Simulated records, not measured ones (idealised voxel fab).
process module | voxel ribs on slabs
cross-section cut | 250 nm wide | cells 5 nm
A cross-section is a grid of square cells, given in bands from the top down. A band is one or more rows of cells.
Each band's line starts with the height of the band's top and of its bottom, in nm. Then come its materials from left to right, each with its width in nm. One material with "throughout" fills the band from edge to edge. "air" is empty space.
Height 0 is the level under which the wafer as received is all one material. The lowest band goes on downwards, as in "0 down".
A width such as "30 to 40" changes by the same amount from each row of cells to the next, from the band's top row to its bottom row.
"no change" after a step means that no cell of the cross-section changed.
closed voids: empty space of 8 cells or more with no open way to the top, each as width x height at its distance from the left edge, in nm
after a step's settings: what the simulator itself notes on the step
overlay nm, on a step with a mask: how far to the right of its planned place the mask lay; to the left if negative
plan
1 op RECEIVE | material Si
2 op DIRECTIONAL_DEP | material SiO2 | thk nm 30
3 op DIRECTIONAL_DEP | material polySi | thk nm 20
4 op PATTERN | tone cover | mask id RIB | material resist | width nm 30 | thk nm 15 | overlay nm 0
5 op DIRECTIONAL_ETCH | etch materials polySi | depth nm 5
6 op STRIP | etch materials resist
7 op PATTERN | tone cover | mask id SLAB | material resist | width nm 80 | thk nm 15 | overlay nm 0
8 op DIRECTIONAL_ETCH | etch materials polySi | depth nm 15
9 op STRIP | etch materials resist
10 op FILL_DEP | material SiO2 | thk nm 15
11 op CMP | height nm 60
12 op DIRECTIONAL_DEP | material W | thk nm 10
13 op PATTERN | tone cover | mask id HEATER | material resist | width nm 40 | thk nm 20 | overlay nm 0
14 op DIRECTIONAL_ETCH | etch materials W | depth nm 10
15 op STRIP | etch materials resist
16 op CONFORMAL_DEP | material SiO2 | thk nm 5
as received, after step 1
  0 down: Si throughout
  closed voids: none
a wafer at the end: this start, this plan, one mistake
  70 to 60: air 105 | W 40 | air 105
  60 to 50: SiO2 throughout
  50 to 45: SiO2 110 | polySi 30 | SiO2 110
  45 to 30: SiO2 85 | polySi 80 | SiO2 85
  30 to 0: SiO2 throughout
  0 down: Si throughout
  closed voids: none
what went wrong: step 16 was left out
